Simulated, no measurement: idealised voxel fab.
process module | voxel ribs on slabs
cross-section cut | 290 nm wide | cells 5 nm
A cross-section is a grid of square cells, given in bands from the top down. A band is one or more rows of cells.
Each band's line starts with the height of the band's top and of its bottom, in nm. Then come its materials from left to right, each with its width in nm. One material with "throughout" fills the band from edge to edge. "air" is empty space.
Height 0 is the level under which the wafer as received is all one material. The lowest band goes on downwards, as in "0 down".
A width such as "30 to 40" changes by the same amount from each row of cells to the next, from the band's top row to its bottom row.
"no change" after a step means that no cell of the cross-section changed.
closed voids: empty space of 8 cells or more with no open way to the top, each as width x height at its distance from the left edge, in nm
after a step's settings: what the simulator itself notes on the step
overlay nm, on a step with a mask: how far to the right of its planned place the mask lay; to the left if negative
plan
1 op RECEIVE | material Si
2 op DIRECTIONAL_DEP | material SiO2 | thk nm 25
3 op DIRECTIONAL_DEP | material SiN | thk nm 20
4 op DIRECTIONAL_DEP | material aC | thk nm 10
5 op PATTERN | tone cover | mask id RIB | material resist | width nm 30 | thk nm 30 | overlay nm 0
6 op DIRECTIONAL_ETCH | etch materials aC | depth nm 10
7 op STRIP | etch materials resist
8 op DIRECTIONAL_ETCH | etch materials SiN | depth nm 5
9 op STRIP | etch materials aC
10 op PATTERN | tone cover | mask id SLAB | material resist | width nm 90 | thk nm 15 | overlay nm 0
11 op DIRECTIONAL_ETCH | etch materials SiN | depth nm 15
12 op STRIP | etch materials resist
13 op FILL_DEP | material SiO2 | thk nm 20
14 op CMP | height nm 60
15 op DIRECTIONAL_DEP | material TiN | thk nm 10
16 op DIRECTIONAL_DEP | material aC | thk nm 10
17 op PATTERN | tone cover | mask id HEATER | material resist | width nm 40 | thk nm 25 | overlay nm 0
18 op DIRECTIONAL_ETCH | etch materials aC | depth nm 10
19 op STRIP | etch materials resist
20 op DIRECTIONAL_ETCH | etch materials TiN | depth nm 10
21 op STRIP | etch materials aC
22 op CONFORMAL_DEP | material SiN | thk nm 5
first wafer, as planned
as received, after step 1
  0 down: Si throughout
  closed voids: none
after step 2
  25 to 0: SiO2 throughout
  below 0: unchanged
after step 3
  45 to 25: SiN throughout
  below 25: unchanged
after step 4
  55 to 45: aC throughout
  below 45: unchanged
after step 5
  85 to 55: air 130 | resist 30 | air 130
  below 55: unchanged
after step 6
  75 to 55: air 130 | resist 30 | air 130
  55 to 45: air 130 | aC 30 | air 130
  below 45: unchanged
after step 7
  55 to 45: air 130 | aC 30 | air 130
  below 45: unchanged
after step 8
  55 to 45: air 130 | aC 30 | air 130
  45 to 40: air 130 | SiN 30 | air 130
  below 40: unchanged
after step 9
  45 to 40: air 130 | SiN 30 | air 130
  below 40: unchanged
after step 10
  60 to 45: air 100 | resist 90 | air 100
  45 to 40: air 100 | resist 30 | SiN 30 | resist 30 | air 100
  below 40: unchanged
after step 11
  60 to 45: air 100 | resist 90 | air 100
  45 to 40: air 100 | resist 30 | SiN 30 | resist 30 | air 100
  40 to 25: air 100 | SiN 90 | air 100
  below 25: unchanged
after step 12
  45 to 40: air 130 | SiN 30 | air 130
  below 40: unchanged
after step 13
  65 to 45: SiO2 throughout
  45 to 40: SiO2 130 | SiN 30 | SiO2 130
  40 to 25: SiO2 100 | SiN 90 | SiO2 100
  below 25: unchanged
after step 14
  60 to 45: SiO2 throughout
  below 45: unchanged
after step 15
  70 to 60: TiN throughout
  below 60: unchanged
after step 16
  80 to 70: aC throughout
  below 70: unchanged
after step 17
  105 to 80: air 125 | resist 40 | air 125
  below 80: unchanged
after step 18
  95 to 80: air 125 | resist 40 | air 125
  80 to 70: air 125 | aC 40 | air 125
  below 70: unchanged
after step 19
  80 to 70: air 125 | aC 40 | air 125
  below 70: unchanged
after step 20
  80 to 70: air 125 | aC 40 | air 125
  70 to 60: air 125 | TiN 40 | air 125
  below 60: unchanged
after step 21
  70 to 60: air 125 | TiN 40 | air 125
  below 60: unchanged
after step 22
  75 to 70: air 120 | SiN 50 | air 120
  70 to 65: air 120 | SiN 5 | TiN 40 | SiN 5 | air 120
  65 to 60: SiN 125 | TiN 40 | SiN 125
  below 60: unchanged
second wafer: like start, like plan, one mistake. Through step 2 it matches the first wafer
when step 3 should have ended
  65 to 25: SiN throughout
  below 25: unchanged
when step 4 should have ended
  75 to 65: aC throughout
  below 65: unchanged
when step 5 should have ended
  105 to 75: air 130 | resist 30 | air 130
  below 75: unchanged
when step 6 should have ended
  95 to 75: air 130 | resist 30 | air 130
  75 to 65: air 130 | aC 30 | air 130
  below 65: unchanged
when step 7 should have ended
  75 to 65: air 130 | aC 30 | air 130
  below 65: unchanged
when step 8 should have ended
  75 to 65: air 130 | aC 30 | air 130
  65 to 60: air 130 | SiN 30 | air 130
  below 60: unchanged
when step 9 should have ended
  65 to 60: air 130 | SiN 30 | air 130
  below 60: unchanged
when step 10 should have ended
  80 to 65: air 100 | resist 90 | air 100
  65 to 60: air 100 | resist 30 | SiN 30 | resist 30 | air 100
  below 60: unchanged
when step 11 should have ended
  80 to 65: air 100 | resist 90 | air 100
  65 to 60: air 100 | resist 30 | SiN 30 | resist 30 | air 100
  60 to 45: air 100 | SiN 90 | air 100
  below 45: unchanged
when step 12 should have ended
  65 to 60: air 130 | SiN 30 | air 130
  below 60: unchanged
when step 13 should have ended
  85 to 65: SiO2 throughout
  65 to 60: SiO2 130 | SiN 30 | SiO2 130
  60 to 45: SiO2 100 | SiN 90 | SiO2 100
  below 45: unchanged
when step 14 should have ended
  60 to 45: SiO2 100 | SiN 90 | SiO2 100
  below 45: unchanged
when step 15 should have ended
  70 to 60: TiN throughout
  below 60: unchanged
when step 16 should have ended
  80 to 70: aC throughout
  below 70: unchanged
when step 17 should have ended
  105 to 80: air 125 | resist 40 | air 125
  below 80: unchanged
when step 18 should have ended
  95 to 80: air 125 | resist 40 | air 125
  80 to 70: air 125 | aC 40 | air 125
  below 70: unchanged
when step 19 should have ended
  80 to 70: air 125 | aC 40 | air 125
  below 70: unchanged
when step 20 should have ended
  80 to 70: air 125 | aC 40 | air 125
  70 to 60: air 125 | TiN 40 | air 125
  below 60: unchanged
when step 21 should have ended
  70 to 60: air 125 | TiN 40 | air 125
  below 60: unchanged
when step 22 should have ended
  75 to 70: air 120 | SiN 50 | air 120
  70 to 65: air 120 | SiN 5 | TiN 40 | SiN 5 | air 120
  65 to 60: SiN 125 | TiN 40 | SiN 125
  below 60: unchanged
what went wrong: step 3 was run twice
at the end the second wafer has, in cells: 226 more of SiN | 226 fewer of SiO2
